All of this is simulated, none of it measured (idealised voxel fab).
process module | voxel local oxidation
cross-section cut | 255 nm wide | cells 5 nm
A cross-section is a grid of square cells, given in bands from the top down. A band is one or more rows of cells.
Each band's line starts with the height of the band's top and of its bottom, in nm. Then come its materials from left to right, each with its width in nm. One material with "throughout" fills the band from edge to edge. "air" is empty space.
Height 0 is the level under which the wafer as received is all one material. The lowest band goes on downwards, as in "0 down".
A width such as "30 to 40" changes by the same amount from each row of cells to the next, from the band's top row to its bottom row.
"no change" after a step means that no cell of the cross-section changed.
closed voids: empty space of 8 cells or more with no open way to the top, each as width x height at its distance from the left edge, in nm
after a step's settings: what the simulator itself notes on the step
overlay nm, on a step with a mask: how far to the right of its planned place the mask lay; to the left if negative
plan
1 op RECEIVE | material Si
2 op CONFORMAL_DEP | material SiO2 | thk nm 5
3 op CONFORMAL_DEP | material SiN | thk nm 15
4 op PATTERN | tone cover | mask id ACTIVE | material resist | width nm 115 | thk nm 15 | overlay nm 0
5 op DIRECTIONAL_ETCH | etch materials SiN | depth nm 15
6 op STRIP | etch materials resist
7 op SELECTIVE_ETCH | etch materials SiO2 | depth nm 5
8 op OXIDIZE | depth nm 15
9 op STRIP | etch materials SiN
first wafer, as planned
as received, after step 1
  0 down: Si throughout
  closed voids: none
after step 2
  5 to 0: SiO2 throughout
  below 0: unchanged
after step 3
  20 to 5: SiN throughout
  below 5: unchanged
after step 4
  35 to 20: air 70 | resist 115 | air 70
  below 20: unchanged
after step 5
  35 to 20: air 70 | resist 115 | air 70
  20 to 5: air 70 | SiN 115 | air 70
  below 5: unchanged
after step 6
  20 to 5: air 70 | SiN 115 | air 70
  below 5: unchanged
after step 7
  20 to 5: air 70 | SiN 115 | air 70
  5 to 0: air 75 | SiO2 105 | air 75
  below 0: unchanged
after step 8
  20 to 5: air 70 | SiN 115 | air 70
  5 to 0: air 75 | SiO2 105 | air 75
  0 to -15: SiO2 90 | Si 75 | SiO2 90
  below -15: unchanged
after step 9
  5 to 0: air 75 | SiO2 105 | air 75
  below 0: unchanged
second wafer: like start, like plan, one mistake. Through step 8 it matches the first wafer
when step 9 should have ended
  0 to -15: air 90 | Si 75 | air 90
  below -15: unchanged
what went wrong: step 9 ran as: op STRIP | etch materials SiO2
at the end the second wafer has, in cells: 129 fewer of SiO2
